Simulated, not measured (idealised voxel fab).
The process module presented herein is designated voxel self aligned vias.
Square cell edge 5 nm, section width 280 nm, ID cut.
For the purposes of this document, a cross-section shall be understood as a grid of square cells, specified as bands listed in top-to-bottom order, each band consisting of one or more rows of cells. The entry gives the band's vertical extent as a top height and a bottom height in nm, then its horizontal make-up as materials from left to right, each with a width in nm. "blank" stands for empty space; a single material marked "everywhere" fills the band edge to edge. The reference from which all heights are counted is 0, the level beneath which the as-received wafer is entirely one material; the lowest band, having no lower bound, proceeds downward and is written after the example "0 nm and below". The width entry "30..40" should be interpreted row by row: the top row of cells in the band takes the first number, the bottom row takes the second number, and the change between adjacent rows is uniform throughout. When a step is marked "nothing was modified", none of the cells in the cross-section changed during that step. Look at "Trapped void list" for the closed voids: empty spaces with no open path to the top, sized 8 cells or up. Each is width x height at distance, distance from the left edge, all nm. It should be noted that, on the line of a given step, the content following the step's settings is a remark produced by the simulator itself with respect to that step. "overlay nm" answers the question of how far to the right of plan the mask lay on a step that has a mask, and when it is negative the answer is to the left.

# Process steps (planned)
1) RECEIVE, material Si
2) CONFORMAL_DEP, material SiO2, thk nm 15
3) CONFORMAL_DEP, material SiCN, thk nm 5
4) DIRECTIONAL_DEP, material SiO2, thk nm 30
5) MASKED_ETCH, tone open, mask id LINES, width nm 30, pitch nm 65, etch materials SiO2, depth nm 30, overlay nm 0
6) CONFORMAL_DEP, material TiN, thk nm 5
7) FILL_DEP, material Ru, thk nm 5
8) CMP, height nm 50
9) SELECTIVE_ETCH, etch materials W Ru TiN, depth nm 5
10) FILL_DEP, material SiN, thk nm 5
11) CMP, height nm 50
12) DIRECTIONAL_DEP, material SiO2, thk nm 15
13) MASKED_ETCH, tone open, mask id VIAS, width nm 40, pitch nm 130, etch materials SiO2, depth nm 15, overlay nm 0
14) MASKED_ETCH, tone open, mask id VIAS, width nm 40, pitch nm 130, etch materials SiN, depth nm 5, overlay nm -15
15) CONFORMAL_DEP, material TiN, thk nm 5
16) FILL_DEP, material Ru, thk nm 5
17) CMP, height nm 65
18) CONFORMAL_DEP, material SiN, thk nm 5
Be aware that, although all wafers share a common starting state, the overlay nm at step 14 differs among them, and the plan displays the first wafer's value.

# Cross-sectional view of the first of several wafers in the as-received condition, corresponding to the state following step 1
- 0 nm and below = Si everywhere
- Trapped void list: none

# Last step of the module is step 18; after it, the first of several wafers in cross-section
- 70 nm to 65 nm = SiN everywhere
- 65 nm to 55 nm = 55 nm SiO2; 5 nm TiN; 30 nm Ru; 5 nm TiN; 90 nm SiO2; 5 nm TiN; 30 nm Ru; 5 nm TiN; 55 nm SiO2
- 55 nm to 50 nm = 55 nm SiO2; 10 nm TiN; 10 nm Ru; 20 nm TiN; 90 nm SiO2; 10 nm TiN; 10 nm Ru; 20 nm TiN; 55 nm SiO2
- 50 nm to 45 nm = 60 nm SiO2; 20 nm TiN; 10 nm SiN; 35 nm SiO2; 30 nm SiN; 35 nm SiO2; 20 nm TiN; 10 nm SiN; 60 nm SiO2
- 45 nm to 25 nm = 60 nm SiO2; 5 nm TiN; 20 nm Ru; 5 nm TiN; 35 nm SiO2; 5 nm TiN; 20 nm Ru; 5 nm TiN; 35 nm SiO2; 5 nm TiN; 20 nm Ru; 5 nm TiN; 60 nm SiO2
- 25 nm to 20 nm = 60 nm SiO2; 30 nm TiN; 35 nm SiO2; 30 nm TiN; 35 nm SiO2; 30 nm TiN; 60 nm SiO2
- 20 nm to 15 nm = SiCN everywhere
- 15 nm to 0 nm = SiO2 everywhere
- 0 nm and below = Si everywhere
- Trapped void list: none

# At the end of the module, the last of several wafers in cross-section
- 70 nm to 65 nm = SiN everywhere
- 65 nm to 55 nm = 55 nm SiO2; 5 nm TiN; 30 nm Ru; 5 nm TiN; 90 nm SiO2; 5 nm TiN; 30 nm Ru; 5 nm TiN; 55 nm SiO2
- 55 nm to 50 nm = 55 nm SiO2; 20 nm TiN; 10 nm Ru; 10 nm TiN; 90 nm SiO2; 20 nm TiN; 10 nm Ru; 10 nm TiN; 55 nm SiO2
- 50 nm to 45 nm = 60 nm SiO2; 10 nm SiN; 20 nm TiN; 35 nm SiO2; 30 nm SiN; 35 nm SiO2; 10 nm SiN; 20 nm TiN; 60 nm SiO2
- 45 nm to 25 nm = 60 nm SiO2; 5 nm TiN; 20 nm Ru; 5 nm TiN; 35 nm SiO2; 5 nm TiN; 20 nm Ru; 5 nm TiN; 35 nm SiO2; 5 nm TiN; 20 nm Ru; 5 nm TiN; 60 nm SiO2
- 25 nm to 20 nm = 60 nm SiO2; 30 nm TiN; 35 nm SiO2; 30 nm TiN; 35 nm SiO2; 30 nm TiN; 60 nm SiO2
- 20 nm to 15 nm = SiCN everywhere
- 15 nm to 0 nm = SiO2 everywhere
- 0 nm and below = Si everywhere
- Trapped void list: none

# For your reference, the table is organized with a row per wafer; each row reflects the wafer at the end of the module, indicating for each material the cells gained (+) or lost (-) since receipt, and thereafter its closed voids
overlay nm -15 | +76 Ru | +56 SiCN | +66 SiN | +516 SiO2 | +70 TiN | Trapped void list: none
overlay nm -10 | +78 Ru | +56 SiCN | +64 SiN | +516 SiO2 | +70 TiN | Trapped void list: none
overlay nm -5 | +80 Ru | +56 SiCN | +62 SiN | +516 SiO2 | +70 TiN | Trapped void list: none
overlay nm 0 | +80 Ru | +56 SiCN | +62 SiN | +516 SiO2 | +70 TiN | Trapped void list: none
overlay nm 5 | +80 Ru | +56 SiCN | +62 SiN | +516 SiO2 | +70 TiN | Trapped void list: none
overlay nm 10 | +78 Ru | +56 SiCN | +64 SiN | +516 SiO2 | +70 TiN | Trapped void list: none
overlay nm 15 | +76 Ru | +56 SiCN | +66 SiN | +516 SiO2 | +70 TiN | Trapped void list: none
